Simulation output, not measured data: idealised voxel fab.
Process module in this document: voxel trench capacitor
Cross-section cut spans 275 nm and uses square cells 5 nm in size.
How to read a cross-section here: the picture is a grid of square cells, written as bands going from the top down, and any band can span one or more rows of cells. What a band's entry tells you: where the top is and where the bottom is, as heights in nm, and after that what lies inside, material by material from left to right, each with its width in nm. Empty space is written as the word "blank", and a single material marked with the word "edge to edge" occupies the band from edge to edge. Below 0: as-received wafer, all one material; heights counted from there. Lowest band: no bottom, goes on down, written "0..down". The two numbers in a width such as "30 to 40" mark its ends across the band: the first belongs to the top row of cells, the second to the bottom row, and from each row to the next the width moves by the same amount. What does "nothing got changed" mean for a step? It means no cell of the cross-section changed in that step. "Fully sealed cavities" specifies each empty space that is not open to the top and that occupies no fewer than 8 cells, using the form width x height at distance, the distance measured from the left edge and all three quantities in nm. Heads up: the bit after the settings on a step's line is the simulator's remark on that step. Among the settings permitted on a step's line is "overlay nm"; applied to a step with a mask, it specifies the extent to which the mask lay to the right of its planned position, whereas a negative figure signifies a position to the left. Each pair of cross-sections that follows straddles one process step: the one shows the state before the step, the other the state after it, down to the lowest band that changed and no further. The step in question, and its settings, are given under the pair. Note that a pair is not necessarily a continuation of the pair above it, since pairs can come from different runs of this module on the same starting wafer; it is a continuation only where its entry headed "Before the process" says so.

## Before the process
10..0 = blank (85); SiN (25); blank (15); SiN (25); blank (15); SiN (25); blank (85)
0..-40 = blank (85); Si (25); blank (15); Si (25); blank (15); Si (25); blank (85)
-40..down = Si edge to edge
Fully sealed cavities: none

## Resulting Cross-Section
15..10 = blank (80); Al2O3 (35); blank (5); Al2O3 (35); blank (5); Al2O3 (35); blank (80)
10..0 = blank (80); Al2O3 (5); SiN (25); Al2O3 (5); blank (5); Al2O3 (5); SiN (25); Al2O3 (5); blank (5); Al2O3 (5); SiN (25); Al2O3 (5); blank (80)
0..-35 = blank (80); Al2O3 (5); Si (25); Al2O3 (5); blank (5); Al2O3 (5); Si (25); Al2O3 (5); blank (5); Al2O3 (5); Si (25); Al2O3 (5); blank (80)
-35..-40 = Al2O3 (85); Si (25); Al2O3 (15); Si (25); Al2O3 (15); Si (25); Al2O3 (85)
Under -40: no change, same as before.
Fully sealed cavities: none
The step occurring between the two cross-sections depicted above is identified as CONFORMAL_DEP,material Al2O3,thk nm 5

Before the process: this step begins from the cross-section that the pair just above shows after its step.

## Resulting Cross-Section
20..15 = blank (75); TiN (125); blank (75)
15..10 = blank (75); TiN (5); Al2O3 (35); TiN (5); Al2O3 (35); TiN (5); Al2O3 (35); TiN (5); blank (75)
10..0 = blank (75); TiN (5); Al2O3 (5); SiN (25); Al2O3 (5); TiN (5); Al2O3 (5); SiN (25); Al2O3 (5); TiN (5); Al2O3 (5); SiN (25); Al2O3 (5); TiN (5); blank (75)
0..-30 = blank (75); TiN (5); Al2O3 (5); Si (25); Al2O3 (5); TiN (5); Al2O3 (5); Si (25); Al2O3 (5); TiN (5); Al2O3 (5); Si (25); Al2O3 (5); TiN (5); blank (75)
-30..-35 = TiN (80); Al2O3 (5); Si (25); Al2O3 (5); TiN (5); Al2O3 (5); Si (25); Al2O3 (5); TiN (5); Al2O3 (5); Si (25); Al2O3 (5); TiN (80)
Under -35: no change, same as before.
Fully sealed cavities: none
The step occurring between the two cross-sections depicted above is identified as CONFORMAL_DEP,material TiN,thk nm 5

Before the process: this step begins from the cross-section that the pair just above shows after its step.

## Resulting Cross-Section
30..20 = W edge to edge
20..15 = W (75); TiN (125); W (75)
15..10 = W (75); TiN (5); Al2O3 (35); TiN (5); Al2O3 (35); TiN (5); Al2O3 (35); TiN (5); W (75)
10..0 = W (75); TiN (5); Al2O3 (5); SiN (25); Al2O3 (5); TiN (5); Al2O3 (5); SiN (25); Al2O3 (5); TiN (5); Al2O3 (5); SiN (25); Al2O3 (5); TiN (5); W (75)
0..-30 = W (75); TiN (5); Al2O3 (5); Si (25); Al2O3 (5); TiN (5); Al2O3 (5); Si (25); Al2O3 (5); TiN (5); Al2O3 (5); Si (25); Al2O3 (5); TiN (5); W (75)
Under -30: no change, same as before.
Fully sealed cavities: none
The step occurring between the two cross-sections depicted above is identified as FILL_DEP,material W,thk nm 10

Before the process: this step begins from the cross-section that the pair just above shows after its step.

## Resulting Cross-Section
10..0 = W (75); TiN (5); Al2O3 (5); SiN (25); Al2O3 (5); TiN (5); Al2O3 (5); SiN (25); Al2O3 (5); TiN (5); Al2O3 (5); SiN (25); Al2O3 (5); TiN (5); W (75)
Under 0: no change, same as before.
Fully sealed cavities: none
The step occurring between the two cross-sections depicted above is identified as CMP,height nm 10
